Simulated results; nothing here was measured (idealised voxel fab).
Proc. module: voxel wiring stack
190 nm wide, 5 nm square cells: that's cross-section cut.
A cross-section is written here as square cells arranged in a grid, and it is given in bands from the top down, each band taking up one or more rows of cells.
The entry gives the band's vertical extent as a top height and a bottom height in nm, then its horizontal make-up as materials from left to right, each with a width in nm. "air" stands for empty space; a single material marked "edge to edge" fills the band edge to edge.
Basically, 0 is our baseline, since under it the wafer straight out of the box is all one material. The bottom band has no lower end and keeps on going down, so it looks like "0 nm and below".
Width spec "30->40" -> top row of cells at first value, bottom row at second value, equal per-row change in between.
Step marked "no modifications"? Then no cell in the cross-section changed in it.
"Closed cavities" - sealed voids, min. 8 cells, no opening to top; format: width x height at distance (distance from left edge; nm throughout).
What comes after the settings on a step's line is commentary from the simulator itself on that step.
"overlay nm", when on a step's line for a step with a mask, measures how far to the right of its planned place the mask lay; a negative measure means to the left.
### The following list gives the planned process steps
1 RECEIVE,material Si
2 CONFORMAL_DEP,material SiO2,thk nm 10
3 CONFORMAL_DEP,material SiN,thk nm 5
4 DIRECTIONAL_DEP,material lowk,thk nm 15
5 DIRECTIONAL_DEP,material aC,thk nm 10
6 PATTERN,tone open,mask id METAL_1,material resist,width nm 25,pitch nm 50,thk nm 30,overlay nm 0
7 DIRECTIONAL_ETCH,etch materials aC,depth nm 10
8 STRIP,etch materials resist
9 DIRECTIONAL_ETCH,etch materials lowk,depth nm 15
10 DIRECTIONAL_ETCH,etch materials SiN,depth nm 5
11 STRIP,etch materials aC
12 CONFORMAL_DEP,material TiN,thk nm 5
13 FILL_DEP,material Cu,thk nm 5
14 CMP,height nm 30
15 EPI,material Ru,thk nm 5
16 FILL_DEP,material SiCN,thk nm 5
17 DIRECTIONAL_DEP,material SiO2,thk nm 25
18 DIRECTIONAL_DEP,material aC,thk nm 15
19 PATTERN,tone open,mask id METAL_2,material resist,width nm 25,pitch nm 50,thk nm 30,overlay nm 0
20 DIRECTIONAL_ETCH,etch materials aC,depth nm 15
21 STRIP,etch materials resist
22 DIRECTIONAL_ETCH,etch materials SiO2,depth nm 15
23 STRIP,etch materials aC
24 MASKED_ETCH,tone open,mask id METAL_2_HOLES,width nm 15,etch materials SiO2,depth nm 10,overlay nm 0
25 MASKED_ETCH,tone open,mask id METAL_2_HOLES,width nm 15,etch materials SiCN,depth nm 5,overlay nm 0
26 CONFORMAL_DEP,material TiN,thk nm 5
27 FILL_DEP,material Cu,thk nm 5
28 CMP,height nm 65
29 CONFORMAL_DEP,material SiCN,thk nm 5
### Here's what the wafer looked like in cross-section when it arrived - that's after step 1
0 nm and below  Si edge to edge
Closed cavities: none
### The module was run from the start shown above using the plan shown above, but one mistake was made doing it; the resulting wafer cross-section is below
70 nm to 65 nm  SiCN edge to edge
65 nm to 60 nm  Cu 45 nm / TiN 15 nm / Cu 15 nm / TiN 15 nm / Cu 5 nm / TiN 15 nm / Cu 15 nm / TiN 15 nm / Cu 50 nm
60 nm to 55 nm  TiN 50 nm / SiO2 5 nm / TiN 5 nm / Cu 15 nm / TiN 5 nm / SiO2 5 nm / TiN 15 nm / SiO2 5 nm / TiN 5 nm / Cu 15 nm / TiN 5 nm / SiO2 5 nm / TiN 55 nm
55 nm to 50 nm  SiO2 55 nm / TiN 5 nm / Cu 15 nm / TiN 5 nm / SiO2 25 nm / TiN 5 nm / Cu 15 nm / TiN 5 nm / SiO2 60 nm
50 nm to 45 nm  SiO2 55 nm / TiN 5 nm / Cu 5 nm / TiN 15 nm / SiO2 25 nm / TiN 25 nm / SiO2 60 nm
45 nm to 40 nm  SiO2 55 nm / TiN 5 nm / Cu 5 nm / TiN 5 nm / SiO2 120 nm
40 nm to 35 nm  SiO2 55 nm / TiN 15 nm / SiO2 120 nm
35 nm to 30 nm  SiO2 50 nm / Ru 35 nm / SiO2 15 nm / Ru 35 nm / SiO2 55 nm
30 nm to 15 nm  lowk 55 nm / TiN 5 nm / Cu 15 nm / TiN 5 nm / lowk 25 nm / TiN 5 nm / Cu 15 nm / TiN 5 nm / lowk 60 nm
15 nm to 10 nm  SiN 55 nm / TiN 25 nm / SiN 25 nm / TiN 25 nm / SiN 60 nm
10 nm to 0 nm  SiO2 edge to edge
0 nm and below  Si edge to edge
Closed cavities: none
Diagnosis: no execution of plan step 16; skipped
